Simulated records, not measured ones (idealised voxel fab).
The document below concerns the process module designated voxel gate over fins.
Xsec cut, 195 nm wide, square cell size 5 nm.
Cross-section format: a grid of square cells, given as bands from top to bottom; each band is one or more rows of cells. Within each band entry, the heights of the top and of the bottom of the band appear first, in that order and in nm; the materials of the band then follow from left to right, each with its corresponding width in nm. The designation "edge to edge" on a single material indicates that it fills the band from edge to edge; the designation "air" indicates empty space. For the purposes of this specification, 0 denotes the height below which the wafer in its as-received condition is composed wholly of one material, and the lowermost band, lacking a lower limit, extends downward without end, as expressed in "z 0 and below". A two-number width, for instance "30..40", indicates that the width is equal to the first number in the top row of the band and to the second number in the bottom row, and that it changes by a constant amount per row of cells. The designation "all unchanged", where it is given for a processing step, indicates that no cell of the cross-section was altered in the course of that step. The list in "Closed void listing" covers empty spaces of 8 cells or more that cannot reach the top through any open way, and it gives each as width x height at distance; the distance is from the left edge, and width, height and distance are in nm. Formally, on a step line, whatever follows the settings is a remark that the simulator itself makes on the step. "overlay nm" answers the question of how far to the right of plan the mask lay on a step that has a mask, and when it is negative the answer is to the left.

Planned step list for the process
- 1: RECEIVE [material Si]
- 2: CONFORMAL_DEP [material SiN] [thk nm 5]
- 3: PATTERN [tone cover] [mask id FINS] [material resist] [width nm 15] [pitch nm 40] [thk nm 15] [overlay nm 0]
- 4: DIRECTIONAL_ETCH [etch materials SiN] [depth nm 5]
- 5: DIRECTIONAL_ETCH [etch materials Si] [depth nm 40]
- 6: STRIP [etch materials resist]
- 7: FILL_DEP [material SiO2] [thk nm 10]
- 8: CMP [height nm 5]
- 9: SELECTIVE_ETCH [etch materials SiO2] [depth nm 20]
- 10: STRIP [etch materials SiN]
- 11: CONFORMAL_DEP [material HfO2] [thk nm 5]
- 12: CONFORMAL_DEP [material TiN] [thk nm 5]
- 13: CONFORMAL_DEP [material TiAl] [thk nm 5]
- 14: CONFORMAL_DEP [material TiN] [thk nm 5]
- 15: FILL_DEP [material W] [thk nm 15]
- 16: CMP [height nm 30]
- 17: CONFORMAL_DEP [material SiN] [thk nm 5]

Shown in cross-section is the wafer as received, that is, as it stands after step 1
z 0 and below  Si edge to edge
Closed void listing: none

Run as planned - first of the two wafers cross-sectioned at the end of the module
z 35 to 30  SiN edge to edge
z 30 to 20  W edge to edge
z 20 to 15  W: 30 | TiN: 135 | W: 30
z 15 to 10  W: 30 | TiN: 5 | TiAl: 125 | TiN: 5 | W: 30
z 10 to 5  W: 30 | TiN: 5 | TiAl: 5 | TiN: 35 | TiAl: 5 | TiN: 35 | TiAl: 5 | TiN: 35 | TiAl: 5 | TiN: 5 | W: 30
z 5 to 0  TiN: 35 | TiAl: 5 | TiN: 5 | HfO2: 25 | TiN: 5 | TiAl: 5 | TiN: 5 | HfO2: 25 | TiN: 5 | TiAl: 5 | TiN: 5 | HfO2: 25 | TiN: 5 | TiAl: 5 | TiN: 35
z 0 to -5  TiAl: 40 | TiN: 5 | HfO2: 5 | Si: 15 | HfO2: 5 | TiN: 5 | TiAl: 5 | TiN: 5 | HfO2: 5 | Si: 15 | HfO2: 5 | TiN: 5 | TiAl: 5 | TiN: 5 | HfO2: 5 | Si: 15 | HfO2: 5 | TiN: 5 | TiAl: 40
z -5 to -10  TiN: 45 | HfO2: 5 | Si: 15 | HfO2: 5 | TiN: 15 | HfO2: 5 | Si: 15 | HfO2: 5 | TiN: 15 | HfO2: 5 | Si: 15 | HfO2: 5 | TiN: 45
z -10 to -15  HfO2: 50 | Si: 15 | HfO2: 25 | Si: 15 | HfO2: 25 | Si: 15 | HfO2: 50
z -15 to -40  SiO2: 50 | Si: 15 | SiO2: 25 | Si: 15 | SiO2: 25 | Si: 15 | SiO2: 50
z -40 and below  Si edge to edge
Closed void listing: none

The second wafer, shown in cross-section after the module: started the same way as the first and given the same plan, yet one mistake crept into how it was run
z 35 to 30  SiN edge to edge
z 30 to 25  W edge to edge
z 25 to 20  TiN edge to edge
z 20 to 15  TiAl edge to edge
z 15 to 10  TiN edge to edge
z 10 to 5  HfO2 edge to edge
z 5 to 0  W edge to edge
z 0 and below  Si edge to edge
Closed void listing: none
Short version of what went wrong: so step 2 ended up running with a different setting than we planned, it ran as CONFORMAL_DEP [material W] [thk nm 5]
Materials where the second wafer ends with more or fewer cells than the first: HfO2: 18 fewer; Si: 240 more; SiO2: 150 fewer; TiAl: 12 fewer; TiN: 24 fewer; W: 36 fewer
